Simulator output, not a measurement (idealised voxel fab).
process module | voxel ribs on slabs
cross-section cut | 285 nm wide | cells 5 nm
A cross-section is a grid of square cells, given in bands from the top down. A band is one or more rows of cells.
Each band's line starts with the height of the band's top and of its bottom, in nm. Then come its materials from left to right, each with its width in nm. One material with "throughout" fills the band from edge to edge. "air" is empty space.
Height 0 is the level under which the wafer as received is all one material. The lowest band goes on downwards, as in "0 down".
A width such as "30 to 40" changes by the same amount from each row of cells to the next, from the band's top row to its bottom row.
"no change" after a step means that no cell of the cross-section changed.
closed voids: empty space of 8 cells or more with no open way to the top, each as width x height at its distance from the left edge, in nm
after a step's settings: what the simulator itself notes on the step
overlay nm, on a step with a mask: how far to the right of its planned place the mask lay; to the left if negative
plan
1 op RECEIVE | material Si
2 op DIRECTIONAL_DEP | material SiO2 | thk nm 30
3 op DIRECTIONAL_DEP | material SiN | thk nm 20
4 op MASKED_ETCH | tone cover | mask id RIB | width nm 25 | etch materials SiN | depth nm 15 | overlay nm 0
5 op PATTERN | tone cover | mask id SLAB | material resist | width nm 65 | thk nm 15 | overlay nm 0
6 op DIRECTIONAL_ETCH | etch materials SiN | depth nm 5
7 op STRIP | etch materials resist
8 op FILL_DEP | material SiO2 | thk nm 25
9 op CMP | height nm 70
10 op DIRECTIONAL_DEP | material TiN | thk nm 10
11 op DIRECTIONAL_DEP | material aC | thk nm 15
12 op PATTERN | tone cover | mask id HEATER | material resist | width nm 35 | thk nm 35 | overlay nm 0
13 op DIRECTIONAL_ETCH | etch materials aC | depth nm 15
14 op STRIP | etch materials resist
15 op DIRECTIONAL_ETCH | etch materials TiN | depth nm 10
16 op STRIP | etch materials aC
17 op CONFORMAL_DEP | material SiO2 | thk nm 5
as received, after step 1
  0 down: Si throughout
  closed voids: none
a wafer at the end: this start, this plan, one mistake
  85 to 80: air 120 | SiO2 45 | air 120
  80 to 75: air 120 | SiO2 5 | TiN 35 | SiO2 5 | air 120
  75 to 70: SiO2 125 | TiN 35 | SiO2 125
  70 to 20: SiO2 throughout
  20 to 0: SiN throughout
  0 down: Si throughout
  closed voids: none
what went wrong: steps 2 and 3 were swapped
